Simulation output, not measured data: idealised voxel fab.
process module | voxel trench capacitor
Pictured: cross-section cut, 240 nm wide, on a grid of 5 nm square cells.
How to read a cross-section here: the picture is a grid of square cells, written as bands going from the top down, and any band can span one or more rows of cells.
First you get the band's top height and its bottom height, in nm, and then the materials it's made of, left to right, with each width in nm. If you see a single material with "full width", that one covers the band edge to edge. "air" is empty space.
Ref level 0: as-received wafer is one material below here. Bottom band extends down with no lower bound ("0 down").
You'd read "30..40" like this: the band's top row of cells is as wide as the first number, its bottom row is as wide as the second, and going down, every row changes width by the same amount as the row before did.
"nothing changed" (step): cross-section cells unchanged, all of them.
The entry titled "Entrapped void list" provides the empty spaces that have no open way to the top, restricted to those of 8 cells or more. Each is presented as width x height at distance, the distance being measured from the left edge, with all three in nm.
On a step's line, text after the settings is the simulator commenting on that step.
Steps that use a mask can have "overlay nm" on their line. It says how far the mask sat to the right of where it was meant to be. Negative means to the left.
Set out below are the planned steps of the process:
- 1: RECEIVE with material Si
- 2: CONFORMAL_DEP with material SiN, thk nm 10
- 3: MASKED_ETCH with tone open, mask id TRENCH, width nm 30, pitch nm 60, etch materials SiN, depth nm 10, overlay nm 0
- 4: MASKED_ETCH with tone open, mask id TRENCH, width nm 30, pitch nm 60, etch materials Si, depth nm 30, overlay nm 0
- 5: CONFORMAL_DEP with material Al2O3, thk nm 5
- 6: CONFORMAL_DEP with material TiN, thk nm 5
- 7: FILL_DEP with material W, thk nm 10
- 8: CMP with height nm 10
Cross-section of the incoming wafer, state after step 1:
- 0 down = Si full width
- Entrapped void list: none
Cross-sectional view of the first of the two wafers upon completion of the module, processed in accordance with the plan:
- 10 to 0 = SiN 45 nm | Al2O3 5 nm | TiN 5 nm | W 10 nm | TiN 5 nm | Al2O3 5 nm | SiN 30 nm | Al2O3 5 nm | TiN 5 nm | W 10 nm | TiN 5 nm | Al2O3 5 nm | SiN 30 nm | Al2O3 5 nm | TiN 5 nm | W 10 nm | TiN 5 nm | Al2O3 5 nm | SiN 45 nm
- 0 to -20 = Si 45 nm | Al2O3 5 nm | TiN 5 nm | W 10 nm | TiN 5 nm | Al2O3 5 nm | Si 30 nm | Al2O3 5 nm | TiN 5 nm | W 10 nm | TiN 5 nm | Al2O3 5 nm | Si 30 nm | Al2O3 5 nm | TiN 5 nm | W 10 nm | TiN 5 nm | Al2O3 5 nm | Si 45 nm
- -20 to -25 = Si 45 nm | Al2O3 5 nm | TiN 20 nm | Al2O3 5 nm | Si 30 nm | Al2O3 5 nm | TiN 20 nm | Al2O3 5 nm | Si 30 nm | Al2O3 5 nm | TiN 20 nm | Al2O3 5 nm | Si 45 nm
- -25 to -30 = Si 45 nm | Al2O3 30 nm | Si 30 nm | Al2O3 30 nm | Si 30 nm | Al2O3 30 nm | Si 45 nm
- -30 down = Si full width
- Entrapped void list: none
Cross-section at end of module for the second wafer of two, which matched the first in starting point and plan and differed by one mistake in its processing:
- 10 to 0 = SiN 45 nm | Al2O3 5 nm | SiN 5 nm | W 10 nm | SiN 5 nm | Al2O3 5 nm | SiN 30 nm | Al2O3 5 nm | SiN 5 nm | W 10 nm | SiN 5 nm | Al2O3 5 nm | SiN 30 nm | Al2O3 5 nm | SiN 5 nm | W 10 nm | SiN 5 nm | Al2O3 5 nm | SiN 45 nm
- 0 to -20 = Si 45 nm | Al2O3 5 nm | SiN 5 nm | W 10 nm | SiN 5 nm | Al2O3 5 nm | Si 30 nm | Al2O3 5 nm | SiN 5 nm | W 10 nm | SiN 5 nm | Al2O3 5 nm | Si 30 nm | Al2O3 5 nm | SiN 5 nm | W 10 nm | SiN 5 nm | Al2O3 5 nm | Si 45 nm
- -20 to -25 = Si 45 nm | Al2O3 5 nm | SiN 20 nm | Al2O3 5 nm | Si 30 nm | Al2O3 5 nm | SiN 20 nm | Al2O3 5 nm | Si 30 nm | Al2O3 5 nm | SiN 20 nm | Al2O3 5 nm | Si 45 nm
- -25 to -30 = Si 45 nm | Al2O3 30 nm | Si 30 nm | Al2O3 30 nm | Si 30 nm | Al2O3 30 nm | Si 45 nm
- -30 down = Si full width
- Entrapped void list: none
What broke from the plan during processing? it should be noted that step 6 was executed with settings other than those planned, the operation and settings actually applied being CONFORMAL_DEP with material SiN, thk nm 5
Count the cells at the end and the second wafer has more or fewer of some materials than the first: SiN +48 | TiN -48
